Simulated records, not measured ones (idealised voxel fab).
Name of the process module below: voxel self aligned vias
Xsec cut, 275 nm wide, square cell size 5 nm.
Cross-section, as written here: a square-cell grid given band by band from the top down, where a band holds one or more rows of cells. This entry defines a band. It first specifies the height of the band's top and the height of its bottom in nm, and then specifies the band's materials from left to right, stating each material with its width in nm. The word "full width" identifies a single material that fills the band from edge to edge, while the word "blank" identifies empty space. Heights are reckoned from 0. Under this level, the received wafer is all of one material. The bottommost band is open-ended downward, for example "0 and below". A width such as "30 to 40" changes by the same amount from each row of cells to the next, from the band's top row to its bottom row. "nothing altered" means the step left every cell of the cross-section as it was. "Enclosed empty spaces" specifies each empty space that is not open to the top and that occupies no fewer than 8 cells, using the form width x height at distance, the distance measured from the left edge and all three quantities in nm. Anything after a step's settings on that line? It's the simulator's own note about the step. For masked steps, "overlay nm" on the step line gives how far right of plan the mask actually lay; a minus sign means it lay to the left.

-- Steps in the process plan
- 1: RECEIVE (material Si)
- 2: CONFORMAL_DEP (material SiO2; thk nm 10)
- 3: CONFORMAL_DEP (material SiCN; thk nm 5)
- 4: DIRECTIONAL_DEP (material lowk; thk nm 20)
- 5: DIRECTIONAL_DEP (material aC; thk nm 15)
- 6: PATTERN (tone open; mask id LINES; material resist; width nm 25; pitch nm 60; thk nm 35; overlay nm 0)
- 7: DIRECTIONAL_ETCH (etch materials aC; depth nm 15)
- 8: STRIP (etch materials resist)
- 9: DIRECTIONAL_ETCH (etch materials lowk; depth nm 20)
- 10: STRIP (etch materials aC)
- 11: CONFORMAL_DEP (material TiN; thk nm 5)
- 12: FILL_DEP (material W; thk nm 5)
- 13: CMP (height nm 35)
- 14: SELECTIVE_ETCH (etch materials W Ru TiN; depth nm 5)
- 15: FILL_DEP (material SiN; thk nm 10)
- 16: CMP (height nm 35)
- 17: DIRECTIONAL_DEP (material lowk; thk nm 20)
- 18: PATTERN (tone open; mask id VIAS; material resist; width nm 35; pitch nm 120; thk nm 20; overlay nm 0)
- 19: DIRECTIONAL_ETCH (etch materials lowk; depth nm 20)
- 20: DIRECTIONAL_ETCH (etch materials SiN; depth nm 5)
- 21: STRIP (etch materials resist)
- 22: CONFORMAL_DEP (material TiN; thk nm 5)
- 23: FILL_DEP (material W; thk nm 10)
- 24: CMP (height nm 55)
- 25: CONFORMAL_DEP (material SiCN; thk nm 5)

-- Cross-section: wafer on arrival = after step 1
  0 and below  Si full width
  Enclosed empty spaces: none

-- Figure: cross-sectional view of the wafer upon completion of the module, processed from the initial state and according to the plan depicted above, with one error introduced during execution
  60 down to 55  SiCN full width
  55 down to 40  lowk=65  TiN=5  W=25  TiN=5  lowk=85  TiN=5  W=25  TiN=5  lowk=55
  40 down to 35  lowk=65  TiN=5  W=15  TiN=15  lowk=85  TiN=5  W=15  TiN=15  lowk=55
  35 down to 30  lowk=65  TiN=25  lowk=35  SiN=25  lowk=35  TiN=25  lowk=65
  30 down to 20  lowk=65  TiN=5  W=15  TiN=5  lowk=35  TiN=5  W=15  TiN=5  lowk=35  TiN=5  W=15  TiN=5  lowk=65
  20 down to 15  lowk=65  TiN=25  lowk=35  TiN=25  lowk=35  TiN=25  lowk=65
  15 down to 10  SiCN full width
  10 down to 0  SiO2 full width
  0 and below  Si full width
  Enclosed empty spaces: none
It is concluded that the wafer was processed incorrectly with respect to the plan, in that for step 18, the planned setting was not used; the step was instead run as PATTERN (tone open; mask id VIAS; material resist; width nm 35; pitch nm 120; thk nm 20; overlay nm 5)
